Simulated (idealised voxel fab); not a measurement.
process module | voxel transistor to metal
cross-section cut | 205 nm wide | cells 5 nm
A cross-section is a grid of square cells, given in bands from the top down. A band is one or more rows of cells.
Each band's line starts with the height of the band's top and of its bottom, in nm. Then come its materials from left to right, each with its width in nm. One material with "throughout" fills the band from edge to edge. "air" is empty space.
Height 0 is the level under which the wafer as received is all one material. The lowest band goes on downwards, as in "0 down".
A width such as "30 to 40" changes by the same amount from each row of cells to the next, from the band's top row to its bottom row.
"no change" after a step means that no cell of the cross-section changed.
closed voids: empty space of 8 cells or more with no open way to the top, each as width x height at its distance from the left edge, in nm
after a step's settings: what the simulator itself notes on the step
overlay nm, on a step with a mask: how far to the right of its planned place the mask lay; to the left if negative
plan
1 op RECEIVE | material Si
2 op CONFORMAL_DEP | material SiO2 | thk nm 5
3 op CONFORMAL_DEP | material SiN | thk nm 10
4 op DIRECTIONAL_DEP | material aC | thk nm 10
5 op PATTERN | tone cover | mask id ACTIVE | material resist | width nm 120 | thk nm 30 | overlay nm 0
6 op DIRECTIONAL_ETCH | etch materials aC | depth nm 10
7 op STRIP | etch materials resist
8 op DIRECTIONAL_ETCH | etch materials SiN | depth nm 10
9 op DIRECTIONAL_ETCH | etch materials SiO2 | depth nm 5
10 op DIRECTIONAL_ETCH | etch materials Si | depth nm 30
11 op STRIP | etch materials aC
12 op FILL_DEP | material SiO2 | thk nm 10
13 op CMP | height nm 15
14 op SELECTIVE_ETCH | etch materials SiO2 | depth nm 5
15 op STRIP | etch materials SiN
16 op SELECTIVE_ETCH | etch materials SiO2 | depth nm 5
17 op OXIDIZE | depth nm 5
18 op DIRECTIONAL_DEP | material polySi | thk nm 30
19 op DIRECTIONAL_DEP | material SiCN | thk nm 15
20 op MASKED_ETCH | tone cover | mask id GATE | width nm 20 | etch materials SiCN | depth nm 25 | overlay nm 0
21 op MASKED_ETCH | tone cover | mask id GATE | width nm 20 | etch materials polySi | depth nm 40 | overlay nm 0
22 op CONFORMAL_DEP | material SiN | thk nm 5
23 op DIRECTIONAL_ETCH | etch materials SiN | depth nm 5
24 op DIRECTIONAL_ETCH | etch materials SiO2 | depth nm 5
25 op DIRECTIONAL_ETCH | etch materials Si | depth nm 5
26 op EPI | material SiGe | thk nm 10
27 op FILL_DEP | material SiO2 | thk nm 5
28 op CMP | height nm 45
29 op DIRECTIONAL_DEP | material SiO2 | thk nm 10
30 op PATTERN | tone open | mask id CONTACT | material resist | width nm 20 | pitch nm 80 | thk nm 20 | overlay nm 0
31 op DIRECTIONAL_ETCH | etch materials SiO2 | depth nm 55
32 op STRIP | etch materials resist
33 op CONFORMAL_DEP | material TiN | thk nm 5
34 op FILL_DEP | material W | thk nm 10
35 op CMP | height nm 55
36 op DIRECTIONAL_DEP | material TiN | thk nm 5
37 op DIRECTIONAL_DEP | material W | thk nm 15
38 op DIRECTIONAL_DEP | material aC | thk nm 10
39 op PATTERN | tone cover | mask id METAL_1 | material resist | width nm 20 | pitch nm 80 | thk nm 30 | overlay nm 0
40 op DIRECTIONAL_ETCH | etch materials aC | depth nm 10
41 op STRIP | etch materials resist
42 op DIRECTIONAL_ETCH | etch materials W | depth nm 15
43 op DIRECTIONAL_ETCH | etch materials TiN | depth nm 5
44 op STRIP | etch materials aC
45 op CONFORMAL_DEP | material SiN | thk nm 5
46 op FILL_DEP | material SiO2 | thk nm 10
47 op CMP | height nm 75
48 op CONFORMAL_DEP | material SiCN | thk nm 5
49 op DIRECTIONAL_DEP | material SiO2 | thk nm 30
50 op MASKED_ETCH | tone open | mask id METAL_2_HOLES | width nm 15 | pitch nm 80 | etch materials SiO2 | depth nm 30 | overlay nm 0
51 op PATTERN | tone open | mask id METAL_2 | material resist | width nm 20 | pitch nm 80 | thk nm 15 | overlay nm 0
52 op DIRECTIONAL_ETCH | etch materials SiO2 | depth nm 20
53 op DIRECTIONAL_ETCH | etch materials SiCN | depth nm 5
54 op STRIP | etch materials resist
55 op CONFORMAL_DEP | material TiN | thk nm 5
56 op FILL_DEP | material Cu | thk nm 5
57 op CMP | height nm 110
58 op CONFORMAL_DEP | material SiCN | thk nm 5
as received, after step 1
  0 down: Si throughout
  closed voids: none
a wafer at the end: this start, this plan, one mistake
  115 to 110: SiCN throughout
  110 to 95: SiO2 50 | TiN 5 | Cu 10 | TiN 5 | SiO2 60 | TiN 5 | Cu 10 | TiN 5 | SiO2 55
  95 to 90: SiO2 50 | TiN 5 | Cu 5 | TiN 10 | SiO2 60 | TiN 5 | Cu 5 | TiN 10 | SiO2 55
  90 to 80: SiO2 50 | TiN 5 | Cu 5 | TiN 5 | SiO2 65 | TiN 5 | Cu 5 | TiN 5 | SiO2 60
  80 to 75: SiCN 50 | TiN 15 | SiCN 65 | TiN 15 | SiCN 60
  75 to 60: SiO2 45 | SiN 5 | W 20 | SiN 5 | SiO2 50 | SiN 5 | W 20 | SiN 5 | SiO2 50
  60 to 55: SiN 50 | TiN 20 | SiN 60 | TiN 20 | SiN 55
  55 to 45: SiO2 50 | TiN 5 | W 10 | TiN 5 | SiO2 60 | TiN 5 | W 10 | TiN 5 | SiO2 55
  45 to 30: SiO2 50 | TiN 5 | W 10 | TiN 5 | SiO2 15 | SiN 5 | SiCN 20 | SiN 5 | SiO2 15 | TiN 5 | W 10 | TiN 5 | SiO2 55
  30 to 5: SiO2 50 | TiN 5 | W 10 | TiN 5 | SiO2 15 | SiN 5 | polySi 20 | SiN 5 | SiO2 15 | TiN 5 | W 10 | TiN 5 | SiO2 55
  5 to 0: SiO2 35 | SiN 5 | SiO2 10 | TiN 20 | SiO2 5 | SiGe 10 | SiN 5 | polySi 20 | SiN 5 | SiGe 10 | SiO2 5 | TiN 20 | SiO2 10 | SiN 5 | SiO2 40
  0 to -5: SiO2 40 | SiGe 45 | SiO2 30 | SiGe 45 | SiO2 45
  -5 to -10: SiO2 40 | SiGe 45 | Si 30 | SiGe 45 | SiO2 45
  -10 to -20: SiO2 40 | Si 120 | SiO2 45
  -20 down: Si throughout
  closed voids: none
what went wrong: step 10 ran as: op DIRECTIONAL_ETCH | etch materials Si | depth nm 20
